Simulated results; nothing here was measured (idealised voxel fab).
The process module presented herein is designated voxel wiring stack.
It is cross-section cut that appears here, measuring 205 nm in width, its square cells being 5 nm in size.
Notation: cross-section as square-cell grid; stated in bands, top first, going down; one or more cell rows per band.
Quick guide to a band line: top height, bottom height (nm) up front; then every material left to right with its width in nm. Only one material and it's marked "throughout"? Then it fills the band edge to edge. And "empty" just means empty space.
It should be noted that heights are counted from 0, beneath which the wafer as supplied is of one material throughout, and that the lowest band possesses no lower boundary but continues downward, as written in "from 0 down".
Note: "30->40" means the width goes from the first number (top row of the band) to the second number (bottom row) in equal steps per row of cells.
For the purposes of this document, the phrase "identical to before" attached to a step denotes that no cell within the cross-section was modified by that step.
Reported under the label "Internal closed voids" are the empty spaces having no open way to the top and comprising 8 cells or more; the notation for each is width x height at distance, in which the distance is measured from the left edge and all three values are in nm.
That trailing text on a step's line, after the settings, is the simulator's own remark on the step.
"overlay nm" answers the question of how far to the right of plan the mask lay on a step that has a mask, and when it is negative the answer is to the left.

Intended process steps
1: RECEIVE with material Si
2: CONFORMAL_DEP with material SiO2, thk nm 15
3: CONFORMAL_DEP with material SiCN, thk nm 5
4: DIRECTIONAL_DEP with material lowk, thk nm 25
5: DIRECTIONAL_DEP with material aC, thk nm 10
6: PATTERN with tone open, mask id METAL_1, material resist, width nm 25, pitch nm 50, thk nm 30, overlay nm 0
7: DIRECTIONAL_ETCH with etch materials aC, depth nm 10
8: STRIP with etch materials resist
9: DIRECTIONAL_ETCH with etch materials lowk, depth nm 25
10: DIRECTIONAL_ETCH with etch materials SiCN, depth nm 5
11: STRIP with etch materials aC
12: CONFORMAL_DEP with material TiN, thk nm 5
13: FILL_DEP with material Cu, thk nm 10
14: CMP with height nm 45
15: CONFORMAL_DEP with material SiCN, thk nm 5
16: DIRECTIONAL_DEP with material lowk, thk nm 15
17: DIRECTIONAL_DEP with material aC, thk nm 15
18: PATTERN with tone open, mask id PLUG_1, material resist, width nm 15, pitch nm 50, thk nm 30, overlay nm 0
19: DIRECTIONAL_ETCH with etch materials aC, depth nm 15
20: STRIP with etch materials resist
21: DIRECTIONAL_ETCH with etch materials lowk, depth nm 15
22: DIRECTIONAL_ETCH with etch materials SiCN, depth nm 5
23: STRIP with etch materials aC
24: CONFORMAL_DEP with material TiN, thk nm 5
25: FILL_DEP with material Ru, thk nm 5
26: CMP with height nm 65
27: DIRECTIONAL_DEP with material TiN, thk nm 5
28: DIRECTIONAL_DEP with material W, thk nm 20
29: MASKED_ETCH with tone cover, mask id METAL_2, width nm 25, pitch nm 50, etch materials W, depth nm 20, overlay nm 0
30: MASKED_ETCH with tone cover, mask id METAL_2, width nm 25, pitch nm 50, etch materials TiN, depth nm 5, overlay nm 0
31: FILL_DEP with material SiO2, thk nm 5
32: CMP with height nm 90
33: CONFORMAL_DEP with material SiN, thk nm 5

On the first of the two wafers: run conducted according to plan

Cross-section, incoming material, after step 1
- from 0 down | Si throughout
- Internal closed voids: none

Wafer xsec, post step 2
- from 15 to 0 | SiO2 throughout
- Note: structure below 0 unchanged.

Wafer xsec, post step 3
- from 20 to 15 | SiCN throughout
- Note: structure below 15 unchanged.

Wafer xsec, post step 4
- from 45 to 20 | lowk throughout
- Note: structure below 20 unchanged.

Wafer xsec, post step 5
- from 55 to 45 | aC throughout
- Note: structure below 45 unchanged.

Wafer xsec, post step 6
- from 85 to 55 | 40 resist / 25 empty / 25 resist / 25 empty / 25 resist / 25 empty / 40 resist
- Note: structure below 55 unchanged.

Wafer xsec, post step 7
- from 75 to 55 | 40 resist / 25 empty / 25 resist / 25 empty / 25 resist / 25 empty / 40 resist
- from 55 to 45 | 40 aC / 25 empty / 25 aC / 25 empty / 25 aC / 25 empty / 40 aC
- Note: structure below 45 unchanged.

Wafer xsec, post step 8
- from 55 to 45 | 40 aC / 25 empty / 25 aC / 25 empty / 25 aC / 25 empty / 40 aC
- Note: structure below 45 unchanged.

Wafer xsec, post step 9
- from 55 to 45 | 40 aC / 25 empty / 25 aC / 25 empty / 25 aC / 25 empty / 40 aC
- from 45 to 20 | 40 lowk / 25 empty / 25 lowk / 25 empty / 25 lowk / 25 empty / 40 lowk
- Note: structure below 20 unchanged.

Wafer xsec, post step 10
- from 55 to 45 | 40 aC / 25 empty / 25 aC / 25 empty / 25 aC / 25 empty / 40 aC
- from 45 to 20 | 40 lowk / 25 empty / 25 lowk / 25 empty / 25 lowk / 25 empty / 40 lowk
- from 20 to 15 | 40 SiCN / 25 empty / 25 SiCN / 25 empty / 25 SiCN / 25 empty / 40 SiCN
- Note: structure below 15 unchanged.

Wafer xsec, post step 11
- from 45 to 20 | 40 lowk / 25 empty / 25 lowk / 25 empty / 25 lowk / 25 empty / 40 lowk
- Note: structure below 20 unchanged.

Wafer xsec, post step 12
- from 50 to 45 | 45 TiN / 15 empty / 35 TiN / 15 empty / 35 TiN / 15 empty / 45 TiN
- from 45 to 20 | 40 lowk / 5 TiN / 15 empty / 5 TiN / 25 lowk / 5 TiN / 15 empty / 5 TiN / 25 lowk / 5 TiN / 15 empty / 5 TiN / 40 lowk
- from 20 to 15 | 40 SiCN / 25 TiN / 25 SiCN / 25 TiN / 25 SiCN / 25 TiN / 40 SiCN
- Note: structure below 15 unchanged.

Wafer xsec, post step 13
- from 60 to 50 | Cu throughout
- from 50 to 45 | 45 TiN / 15 Cu / 35 TiN / 15 Cu / 35 TiN / 15 Cu / 45 TiN
- from 45 to 20 | 40 lowk / 5 TiN / 15 Cu / 5 TiN / 25 lowk / 5 TiN / 15 Cu / 5 TiN / 25 lowk / 5 TiN / 15 Cu / 5 TiN / 40 lowk
- Note: structure below 20 unchanged.

Wafer xsec, post step 14
- from 45 to 20 | 40 lowk / 5 TiN / 15 Cu / 5 TiN / 25 lowk / 5 TiN / 15 Cu / 5 TiN / 25 lowk / 5 TiN / 15 Cu / 5 TiN / 40 lowk
- Note: structure below 20 unchanged.

Wafer xsec, post step 15
- from 50 to 45 | SiCN throughout
- Note: structure below 45 unchanged.

Wafer xsec, post step 16
- from 65 to 50 | lowk throughout
- Note: structure below 50 unchanged.

Wafer xsec, post step 17
- from 80 to 65 | aC throughout
- Note: structure below 65 unchanged.

Wafer xsec, post step 18
- from 110 to 80 | 40 resist / 15 empty / 35 resist / 15 empty / 35 resist / 15 empty / 50 resist
- Note: structure below 80 unchanged.

Wafer xsec, post step 19
- from 95 to 80 | 40 resist / 15 empty / 35 resist / 15 empty / 35 resist / 15 empty / 50 resist
- from 80 to 65 | 40 aC / 15 empty / 35 aC / 15 empty / 35 aC / 15 empty / 50 aC
- Note: structure below 65 unchanged.

Wafer xsec, post step 20
- from 80 to 65 | 40 aC / 15 empty / 35 aC / 15 empty / 35 aC / 15 empty / 50 aC
- Note: structure below 65 unchanged.

Wafer xsec, post step 21
- from 80 to 65 | 40 aC / 15 empty / 35 aC / 15 empty / 35 aC / 15 empty / 50 aC
- from 65 to 50 | 40 lowk / 15 empty / 35 lowk / 15 empty / 35 lowk / 15 empty / 50 lowk
- Note: structure below 50 unchanged.

Wafer xsec, post step 22
- from 80 to 65 | 40 aC / 15 empty / 35 aC / 15 empty / 35 aC / 15 empty / 50 aC
- from 65 to 50 | 40 lowk / 15 empty / 35 lowk / 15 empty / 35 lowk / 15 empty / 50 lowk
- from 50 to 45 | 40 SiCN / 15 empty / 35 SiCN / 15 empty / 35 SiCN / 15 empty / 50 SiCN
- Note: structure below 45 unchanged.

Wafer xsec, post step 23
- from 65 to 50 | 40 lowk / 15 empty / 35 lowk / 15 empty / 35 lowk / 15 empty / 50 lowk
- Note: structure below 50 unchanged.

Wafer xsec, post step 24
- from 70 to 65 | 45 TiN / 5 empty / 45 TiN / 5 empty / 45 TiN / 5 empty / 55 TiN
- from 65 to 50 | 40 lowk / 5 TiN / 5 empty / 5 TiN / 35 lowk / 5 TiN / 5 empty / 5 TiN / 35 lowk / 5 TiN / 5 empty / 5 TiN / 50 lowk
- from 50 to 45 | 40 SiCN / 15 TiN / 35 SiCN / 15 TiN / 35 SiCN / 15 TiN / 50 SiCN
- Note: structure below 45 unchanged.

Wafer xsec, post step 25
- from 75 to 70 | Ru throughout
- from 70 to 65 | 45 TiN / 5 Ru / 45 TiN / 5 Ru / 45 TiN / 5 Ru / 55 TiN
- from 65 to 50 | 40 lowk / 5 TiN / 5 Ru / 5 TiN / 35 lowk / 5 TiN / 5 Ru / 5 TiN / 35 lowk / 5 TiN / 5 Ru / 5 TiN / 50 lowk
- Note: structure below 50 unchanged.

Wafer xsec, post step 26
- from 65 to 50 | 40 lowk / 5 TiN / 5 Ru / 5 TiN / 35 lowk / 5 TiN / 5 Ru / 5 TiN / 35 lowk / 5 TiN / 5 Ru / 5 TiN / 50 lowk
- Note: structure below 50 unchanged.

Wafer xsec, post step 27
- from 70 to 65 | TiN throughout
- Note: structure below 65 unchanged.

Wafer xsec, post step 28
- from 90 to 70 | W throughout
- Note: structure below 70 unchanged.

Wafer xsec, post step 29
- from 90 to 70 | 40 empty / 25 W / 25 empty / 25 W / 25 empty / 25 W / 40 empty
- Note: structure below 70 unchanged.

Wafer xsec, post step 30
- from 90 to 70 | 40 empty / 25 W / 25 empty / 25 W / 25 empty / 25 W / 40 empty
- from 70 to 65 | 40 empty / 25 TiN / 25 empty / 25 TiN / 25 empty / 25 TiN / 40 empty
- Note: structure below 65 unchanged.

Wafer xsec, post step 31
- from 95 to 90 | SiO2 throughout
- from 90 to 70 | 40 SiO2 / 25 W / 25 SiO2 / 25 W / 25 SiO2 / 25 W / 40 SiO2
- from 70 to 65 | 40 SiO2 / 25 TiN / 25 SiO2 / 25 TiN / 25 SiO2 / 25 TiN / 40 SiO2
- Note: structure below 65 unchanged.

Wafer xsec, post step 32
- from 90 to 70 | 40 SiO2 / 25 W / 25 SiO2 / 25 W / 25 SiO2 / 25 W / 40 SiO2
- Note: structure below 70 unchanged.

Wafer xsec, post step 33
- from 95 to 90 | SiN throughout
- Note: structure below 90 unchanged.

Second wafer. Start and plan as for the first. One mistake made in running. Agrees with the first up to and including step 15

Second wafer shown in cross-section at the time step 16 was slated to end
- from 55 to 50 | lowk throughout
- Note: structure below 50 unchanged.

Second wafer shown in cross-section at the time step 17 was slated to end
- from 70 to 55 | aC throughout
- Note: structure below 55 unchanged.

Second wafer shown in cross-section at the time step 18 was slated to end
- from 100 to 70 | 40 resist / 15 empty / 35 resist / 15 empty / 35 resist / 15 empty / 50 resist
- Note: structure below 70 unchanged.

Second wafer shown in cross-section at the time step 19 was slated to end
- from 85 to 70 | 40 resist / 15 empty / 35 resist / 15 empty / 35 resist / 15 empty / 50 resist
- from 70 to 55 | 40 aC / 15 empty / 35 aC / 15 empty / 35 aC / 15 empty / 50 aC
- Note: structure below 55 unchanged.

Second wafer shown in cross-section at the time step 20 was slated to end
- from 70 to 55 | 40 aC / 15 empty / 35 aC / 15 empty / 35 aC / 15 empty / 50 aC
- Note: structure below 55 unchanged.

Second wafer shown in cross-section at the time step 21 was slated to end
- from 70 to 55 | 40 aC / 15 empty / 35 aC / 15 empty / 35 aC / 15 empty / 50 aC
- from 55 to 50 | 40 lowk / 15 empty / 35 lowk / 15 empty / 35 lowk / 15 empty / 50 lowk
- Note: structure below 50 unchanged.

Second wafer shown in cross-section at the time step 22 was slated to end
- from 70 to 55 | 40 aC / 15 empty / 35 aC / 15 empty / 35 aC / 15 empty / 50 aC
- from 55 to 50 | 40 lowk / 15 empty / 35 lowk / 15 empty / 35 lowk / 15 empty / 50 lowk
- from 50 to 45 | 40 SiCN / 15 empty / 35 SiCN / 15 empty / 35 SiCN / 15 empty / 50 SiCN
- Note: structure below 45 unchanged.

Second wafer shown in cross-section at the time step 23 was slated to end
- from 55 to 50 | 40 lowk / 15 empty / 35 lowk / 15 empty / 35 lowk / 15 empty / 50 lowk
- Note: structure below 50 unchanged.

Second wafer shown in cross-section at the time step 24 was slated to end
- from 60 to 55 | 45 TiN / 5 empty / 45 TiN / 5 empty / 45 TiN / 5 empty / 55 TiN
- from 55 to 50 | 40 lowk / 5 TiN / 5 empty / 5 TiN / 35 lowk / 5 TiN / 5 empty / 5 TiN / 35 lowk / 5 TiN / 5 empty / 5 TiN / 50 lowk
- from 50 to 45 | 40 SiCN / 15 TiN / 35 SiCN / 15 TiN / 35 SiCN / 15 TiN / 50 SiCN
- Note: structure below 45 unchanged.

Second wafer shown in cross-section at the time step 25 was slated to end
- from 65 to 60 | Ru throughout
- from 60 to 55 | 45 TiN / 5 Ru / 45 TiN / 5 Ru / 45 TiN / 5 Ru / 55 TiN
- from 55 to 50 | 40 lowk / 5 TiN / 5 Ru / 5 TiN / 35 lowk / 5 TiN / 5 Ru / 5 TiN / 35 lowk / 5 TiN / 5 Ru / 5 TiN / 50 lowk
- Note: structure below 50 unchanged.

Second wafer shown in cross-section at the time step 26 was slated to end: identical to before

Second wafer shown in cross-section at the time step 27 was slated to end
- from 70 to 65 | TiN throughout
- Note: structure below 65 unchanged.

Second wafer shown in cross-section at the time step 28 was slated to end
- from 90 to 70 | W throughout
- Note: structure below 70 unchanged.

Second wafer shown in cross-section at the time step 29 was slated to end
- from 90 to 70 | 40 empty / 25 W / 25 empty / 25 W / 25 empty / 25 W / 40 empty
- Note: structure below 70 unchanged.

Second wafer shown in cross-section at the time step 30 was slated to end
- from 90 to 70 | 40 empty / 25 W / 25 empty / 25 W / 25 empty / 25 W / 40 empty
- from 70 to 65 | 40 empty / 25 TiN / 25 empty / 25 TiN / 25 empty / 25 TiN / 40 empty
- Note: structure below 65 unchanged.

Second wafer shown in cross-section at the time step 31 was slated to end
- from 95 to 90 | SiO2 throughout
- from 90 to 70 | 40 SiO2 / 25 W / 25 SiO2 / 25 W / 25 SiO2 / 25 W / 40 SiO2
- from 70 to 65 | 40 SiO2 / 25 TiN / 25 SiO2 / 25 TiN / 25 SiO2 / 25 TiN / 40 SiO2
- Note: structure below 65 unchanged.

Second wafer shown in cross-section at the time step 32 was slated to end
- from 90 to 70 | 40 SiO2 / 25 W / 25 SiO2 / 25 W / 25 SiO2 / 25 W / 40 SiO2
- Note: structure below 70 unchanged.

Second wafer shown in cross-section at the time step 33 was slated to end
- from 95 to 90 | SiN throughout
- Note: structure below 90 unchanged.
Short version of what went wrong: off-plan run, step 16, actual operation and settings DIRECTIONAL_DEP with material lowk, thk nm 5
Final cells, second wafer relative to first, materials higher or lower: Ru: 38 more; TiN: 26 more; lowk: 64 fewer
